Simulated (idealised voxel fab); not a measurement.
process module | voxel released beams
cross-section cut | 180 nm wide | cells 5 nm
A cross-section is a grid of square cells, given in bands from the top down. A band is one or more rows of cells.
Each band's line starts with the height of the band's top and of its bottom, in nm. Then come its materials from left to right, each with its width in nm. One material with "throughout" fills the band from edge to edge. "air" is empty space.
Height 0 is the level under which the wafer as received is all one material. The lowest band goes on downwards, as in "0 down".
A width such as "30 to 40" changes by the same amount from each row of cells to the next, from the band's top row to its bottom row.
"no change" after a step means that no cell of the cross-section changed.
closed voids: empty space of 8 cells or more with no open way to the top, each as width x height at its distance from the left edge, in nm
after a step's settings: what the simulator itself notes on the step
overlay nm, on a step with a mask: how far to the right of its planned place the mask lay; to the left if negative
plan
1 op RECEIVE | material Si
2 op CONFORMAL_DEP | material Al2O3 | thk nm 5
3 op DIRECTIONAL_DEP | material SiO2 | thk nm 15
4 op DIRECTIONAL_DEP | material aC | thk nm 15
5 op PATTERN | tone open | mask id ANCHOR | material resist | width nm 30 | thk nm 35 | overlay nm 0
6 op DIRECTIONAL_ETCH | etch materials aC | depth nm 15
7 op STRIP | etch materials resist
8 op DIRECTIONAL_ETCH | etch materials SiO2 | depth nm 15
9 op STRIP | etch materials aC
10 op CONFORMAL_DEP | material polySi | thk nm 10
11 op MASKED_ETCH | tone cover | mask id BEAM | width nm 80 | etch materials polySi | depth nm 10 | overlay nm 0
12 op STRIP | etch materials SiO2
as received, after step 1
  0 down: Si throughout
  closed voids: none
a wafer at the end: this start, this plan, one mistake
  30 to 20: air 45 | polySi 15 | air 10 | polySi 60 | air 50
  20 to 15: air 50 | polySi 10 | air 10 | polySi 10 | air 100
  15 to 5: air 50 | polySi 30 | air 100
  5 to 0: Al2O3 throughout
  0 down: Si throughout
  closed voids: none
what went wrong: step 11 ran as: op MASKED_ETCH | tone cover | mask id BEAM | width nm 85 | etch materials polySi | depth nm 10 | overlay nm 0
